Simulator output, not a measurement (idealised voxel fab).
The process module that follows is named voxel ribs on slabs.
Cross-section cut: width 255 nm, square cells of 5 nm.
Heads up, the way a cross-section reads in here is a grid of square cells, handed over as bands from the top down, with every band being one or more rows of cells.
Band entry format. Leading values: height of top, height of bottom, nm. Remainder: materials in left-to-right order, each with its width in nm. Special words: "throughout" on a single material, which then fills the band edge to edge; "air", empty space.
All heights in this document are referenced to 0, defined as the level beneath which the wafer, as received, consists entirely of one material. The lowest band is not bounded below; it extends indefinitely downward and is written in the form "0 down".
The expression "30..40" gives the width at the extremes of the band, the first number at its top row of cells and the second at its bottom row, with the width changing by equal amounts from each row to the next in between.
What does "nothing different" mean for a step? It means no cell of the cross-section changed in that step.
"Voids, sealed" specifies each empty space that is not open to the top and that occupies no fewer than 8 cells, using the form width x height at distance, the distance measured from the left edge and all three quantities in nm.
The remark found on a step's line after its settings is issued by the simulator itself and pertains to that step.
"overlay nm" answers the question of how far to the right of plan the mask lay on a step that has a mask, and when it is negative the answer is to the left.
Process steps - plan:
step 1: RECEIVE,material Si
step 2: DIRECTIONAL_DEP,material SiO2,thk nm 30
step 3: DIRECTIONAL_DEP,material polySi,thk nm 25
step 4: MASKED_ETCH,tone cover,mask id RIB,width nm 25,etch materials polySi,depth nm 15,overlay nm 0
step 5: MASKED_ETCH,tone cover,mask id SLAB,width nm 75,etch materials polySi,depth nm 10,overlay nm 0
step 6: FILL_DEP,material SiO2,thk nm 15
step 7: CMP,height nm 65
step 8: DIRECTIONAL_DEP,material TiN,thk nm 10
step 9: PATTERN,tone cover,mask id HEATER,material resist,width nm 35,thk nm 15,overlay nm 0
step 10: DIRECTIONAL_ETCH,etch materials TiN,depth nm 10
step 11: STRIP,etch materials resist
step 12: CONFORMAL_DEP,material SiO2,thk nm 5
As received (post step 1): cross-section:
    0 down  Si throughout
    Voids, sealed: none
Wafer cross-section at end of module: start and plan as shown above, one execution error:
    75 to 65  air (110); TiN (35); air (110)
    65 to 55  SiO2 throughout
    55 to 40  SiO2 (115); polySi (25); SiO2 (115)
    40 to 30  SiO2 (90); polySi (75); SiO2 (90)
    30 to 0  SiO2 throughout
    0 down  Si throughout
    Voids, sealed: none
Want to know what went wrong? step 12 of the plan never got run, it was skipped over
